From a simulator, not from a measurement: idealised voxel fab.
Herein follows the process module entitled voxel air gaps.
Section cut is 205 nm wide and gridded with 5 nm square cells.
How to read a cross-section here: the picture is a grid of square cells, written as bands going from the top down, and any band can span one or more rows of cells.
Within each band entry, the heights of the top and of the bottom of the band appear first, in that order and in nm; the materials of the band then follow from left to right, each with its corresponding width in nm. The designation "throughout" on a single material indicates that it fills the band from edge to edge; the designation "empty" indicates empty space.
Where do heights start? At 0: under that level the wafer as delivered is made of one material only. And the lowest band has no floor; it just carries on downward, as in "z 0 and below".
Top row gets the first number, bottom row gets the second, and each row in between changes by the same step: that is how a band width like "30 to 40" works.
Step note "changes: none" = no cross-section cell changed.
"Unvented internal voids" contains a list of empty spaces, each no smaller than 8 cells and without an open way to the top, written in the form width x height at distance with the distance from the left edge and all three in nm.
Whatever follows a step's settings on its line is a remark the simulator itself makes about that step.
overlay nm, on a step with a mask: how far to the right of its planned place the mask lay; to the left if negative
These are the steps we planned for the process
step 1: RECEIVE [material Si]
step 2: CONFORMAL_DEP [material SiO2] [thk nm 15]
step 3: CONFORMAL_DEP [material SiN] [thk nm 5]
step 4: DIRECTIONAL_DEP [material lowk] [thk nm 40]
step 5: DIRECTIONAL_DEP [material aC] [thk nm 15]
step 6: PATTERN [tone open] [mask id LINES] [material resist] [width nm 25] [pitch nm 50] [thk nm 30] [overlay nm 0]
step 7: DIRECTIONAL_ETCH [etch materials aC] [depth nm 15]
step 8: STRIP [etch materials resist]
step 9: DIRECTIONAL_ETCH [etch materials lowk] [depth nm 40]
step 10: STRIP [etch materials aC]
step 11: CONFORMAL_DEP [material TiN] [thk nm 5]
step 12: FILL_DEP [material W] [thk nm 10]
step 13: CMP [height nm 60]
step 14: EPI [material Ru] [thk nm 10]
step 15: SELECTIVE_ETCH [etch materials lowk] [depth nm 50]
step 16: CONFORMAL_DEP [material SiCN] [thk nm 5]
The cross-section here shows the wafer as received, i.e. in its state after step 1
z 0 and below | Si throughout
Unvented internal voids: none
Post-module cross-section: identical start and plan to those above, one misstep in execution
z 75 to 70 | 20 nm empty | 155 nm SiCN | 30 nm empty
z 70 to 60 | 20 nm empty | 5 nm SiCN | 45 nm Ru | 5 nm SiCN | 45 nm Ru | 5 nm SiCN | 45 nm Ru | 5 nm SiCN | 30 nm empty
z 60 to 55 | 20 nm empty | 15 nm SiCN | 5 nm TiN | 15 nm W | 5 nm TiN | 25 nm SiCN | 5 nm TiN | 15 nm W | 5 nm TiN | 25 nm SiCN | 5 nm TiN | 15 nm W | 5 nm TiN | 15 nm SiCN | 30 nm empty
z 55 to 25 | 30 nm empty | 5 nm SiCN | 5 nm TiN | 15 nm W | 5 nm TiN | 5 nm SiCN | 15 nm empty | 5 nm SiCN | 5 nm TiN | 15 nm W | 5 nm TiN | 5 nm SiCN | 15 nm empty | 5 nm SiCN | 5 nm TiN | 15 nm W | 5 nm TiN | 5 nm SiCN | 40 nm empty
z 25 to 20 | 35 nm SiCN | 25 nm TiN | 25 nm SiCN | 25 nm TiN | 25 nm SiCN | 25 nm TiN | 45 nm SiCN
z 20 to 15 | SiN throughout
z 15 to 0 | SiO2 throughout
z 0 and below | Si throughout
Unvented internal voids: 15 x 30 at 65; 15 x 30 at 115
Nonconformance to the process plan: step 6, actual vs plan mismatch, actual run PATTERN [tone open] [mask id LINES] [material resist] [width nm 25] [pitch nm 50] [thk nm 30] [overlay nm -5]
